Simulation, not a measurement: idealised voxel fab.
This section sets out a process module, namely voxel wiring stack.
Section shown: cut. Width: 205 nm. Cell size: 5 nm, square.
In what follows, cross-sections appear as grids of square cells, described through bands that run from the top down, where every band is one or more rows of cells.
Heads up on the band format: heights come first, top then bottom, in nm. After that it's the materials left to right, each with its width in nm. A single material flagged "all across" fills the whole band edge to edge, and "empty" means there's empty space there.
Heads up on the height convention: 0 is the point under which the incoming wafer is all one material, and the lowest band has no bottom, it just keeps going down, like "from 0 down".
Quick explanation for "30..40": the width changes in equal steps down the rows of cells, from the first number in the band's top row to the second number in its bottom row.
Take "no alterations made" at face value: in the step it is given for, the cross-section changed in none of its cells.
"Fully sealed voids": empty spaces of 8 cells or more with no open way to the top, each given as width x height at distance, distance from the left edge, all in nm.
Where a step's line continues beyond its settings, the continuation is a remark by the simulator itself on that step.
Among the settings permitted on a step's line is "overlay nm"; applied to a step with a mask, it specifies the extent to which the mask lay to the right of its planned position, whereas a negative figure signifies a position to the left.
# Here's what the planned process steps look like
step 1: op RECEIVE | material Si
step 2: op CONFORMAL_DEP | material SiO2 | thk nm 15
step 3: op DIRECTIONAL_DEP | material TiN | thk nm 5
step 4: op DIRECTIONAL_DEP | material W | thk nm 15
step 5: op MASKED_ETCH | tone cover | mask id METAL_1 | width nm 25 | pitch nm 55 | etch materials W | depth nm 15 | overlay nm 0
step 6: op MASKED_ETCH | tone cover | mask id METAL_1 | width nm 25 | pitch nm 55 | etch materials TiN | depth nm 5 | overlay nm 0
step 7: op CONFORMAL_DEP | material SiCN | thk nm 5
step 8: op FILL_DEP | material SiO2 | thk nm 10
step 9: op CMP | height nm 35
step 10: op CONFORMAL_DEP | material SiCN | thk nm 5
step 11: op DIRECTIONAL_DEP | material SiO2 | thk nm 20
step 12: op PATTERN | tone open | mask id PLUG_1 | material resist | width nm 15 | pitch nm 55 | thk nm 15 | overlay nm 0
step 13: op DIRECTIONAL_ETCH | etch materials SiO2 | depth nm 20
step 14: op DIRECTIONAL_ETCH | etch materials SiCN | depth nm 5
step 15: op STRIP | etch materials resist
step 16: op CONFORMAL_DEP | material TiN | thk nm 5
step 17: op FILL_DEP | material Cu | thk nm 5
step 18: op CMP | height nm 60
step 19: op CONFORMAL_DEP | material SiCN | thk nm 5
step 20: op DIRECTIONAL_DEP | material lowk | thk nm 15
step 21: op DIRECTIONAL_DEP | material aC | thk nm 10
step 22: op PATTERN | tone open | mask id METAL_2 | material resist | width nm 25 | pitch nm 55 | thk nm 25 | overlay nm 0
step 23: op DIRECTIONAL_ETCH | etch materials aC | depth nm 10
step 24: op STRIP | etch materials resist
step 25: op DIRECTIONAL_ETCH | etch materials lowk | depth nm 15
step 26: op DIRECTIONAL_ETCH | etch materials SiCN | depth nm 5
step 27: op STRIP | etch materials aC
step 28: op CONFORMAL_DEP | material TiN | thk nm 5
step 29: op FILL_DEP | material Cu | thk nm 10
step 30: op CMP | height nm 80
step 31: op CONFORMAL_DEP | material SiCN | thk nm 5
step 32: op DIRECTIONAL_DEP | material SiO2 | thk nm 15
step 33: op PATTERN | tone open | mask id PLUG_2 | material resist | width nm 15 | pitch nm 55 | thk nm 20 | overlay nm 0
step 34: op DIRECTIONAL_ETCH | etch materials SiO2 | depth nm 15
step 35: op DIRECTIONAL_ETCH | etch materials SiCN | depth nm 5
step 36: op STRIP | etch materials resist
step 37: op EPI | material Ru | thk nm 10
step 38: op EPI | material Ru | thk nm 10
step 39: op CONFORMAL_DEP | material SiCN | thk nm 5
step 40: op DIRECTIONAL_DEP | material SiO2 | thk nm 20
step 41: op DIRECTIONAL_DEP | material aC | thk nm 10
step 42: op PATTERN | tone open | mask id METAL_3 | material resist | width nm 25 | pitch nm 55 | thk nm 25 | overlay nm 0
step 43: op DIRECTIONAL_ETCH | etch materials aC | depth nm 10
step 44: op STRIP | etch materials resist
step 45: op DIRECTIONAL_ETCH | etch materials SiO2 | depth nm 20
step 46: op DIRECTIONAL_ETCH | etch materials SiCN | depth nm 5
step 47: op STRIP | etch materials aC
step 48: op CONFORMAL_DEP | material TiN | thk nm 5
step 49: op FILL_DEP | material Ru | thk nm 10
step 50: op CMP | height nm 125
step 51: op CONFORMAL_DEP | material SiN | thk nm 5
# The cross-section here shows the wafer as received, i.e. in its state after step 1
- from 0 down  Si all across
- Fully sealed voids: none
# Here's the cross-section of the first of our two wafers at the end of the module - it ran as planned
- from 130 to 125  SiN all across
- from 125 to 105  SiO2 60 / TiN 5 / Ru 15 / TiN 5 / SiO2 30 / TiN 5 / Ru 15 / TiN 5 / SiO2 65
- from 105 to 100  SiCN 60 / TiN 25 / SiCN 30 / TiN 25 / SiCN 65
- from 100 to 85  SiO2 60 / Ru 15 / SiO2 40 / Ru 15 / SiO2 75
- from 85 to 80  SiCN 60 / Ru 15 / SiCN 40 / Ru 15 / SiCN 75
- from 80 to 65  lowk 60 / TiN 5 / Cu 15 / TiN 5 / lowk 30 / TiN 5 / Cu 15 / TiN 5 / lowk 65
- from 65 to 60  SiCN 60 / TiN 25 / SiCN 30 / TiN 25 / SiCN 65
- from 60 to 40  SiO2 60 / TiN 5 / Cu 5 / TiN 5 / SiO2 40 / TiN 5 / Cu 5 / TiN 5 / SiO2 75
- from 40 to 35  SiCN 60 / TiN 15 / SiCN 40 / TiN 15 / SiCN 75
- from 35 to 20  SiO2 55 / SiCN 5 / W 25 / SiCN 5 / SiO2 20 / SiCN 5 / W 25 / SiCN 5 / SiO2 60
- from 20 to 15  SiCN 60 / TiN 25 / SiCN 30 / TiN 25 / SiCN 65
- from 15 to 0  SiO2 all across
- from 0 down  Si all across
- Fully sealed voids: none
# What the second wafer looks like in cross-section once the module is done. Its start and its plan matched the first wafer's exactly; what differed was one mistake in how it was run
- from 130 to 125  SiN all across
- from 125 to 105  SiO2 60 / TiN 5 / Ru 15 / TiN 5 / SiO2 30 / TiN 5 / Ru 15 / TiN 5 / SiO2 65
- from 105 to 100  SiCN 60 / TiN 25 / SiCN 30 / TiN 25 / SiCN 65
- from 100 to 85  SiO2 60 / Ru 15 / SiO2 40 / Ru 15 / SiO2 75
- from 85 to 80  SiCN 60 / Ru 15 / SiCN 40 / Ru 15 / SiCN 75
- from 80 to 65  lowk 60 / TiN 5 / Cu 15 / TiN 5 / lowk 30 / TiN 5 / Cu 15 / TiN 5 / lowk 65
- from 65 to 60  SiCN 60 / TiN 25 / SiCN 30 / TiN 25 / SiCN 65
- from 60 to 40  SiO2 60 / TiN 5 / Cu 10 / TiN 5 / SiO2 35 / TiN 5 / Cu 10 / TiN 5 / SiO2 70
- from 40 to 35  SiCN 60 / TiN 20 / SiCN 35 / TiN 20 / SiCN 70
- from 35 to 20  SiO2 55 / SiCN 5 / W 25 / SiCN 5 / SiO2 20 / SiCN 5 / W 25 / SiCN 5 / SiO2 60
- from 20 to 15  SiCN 60 / TiN 25 / SiCN 30 / TiN 25 / SiCN 65
- from 15 to 0  SiO2 all across
- from 0 down  Si all across
- Fully sealed voids: none
Deviation noted in wafer processing: so step 12 ended up running with a different setting than we planned, it ran as op PATTERN | tone open | mask id PLUG_1 | material resist | width nm 20 | pitch nm 55 | thk nm 15 | overlay nm 0
End check, counted in cells, second wafer has more or fewer of these materials than the first: +8 Cu; -2 SiCN; -8 SiO2; +2 TiN
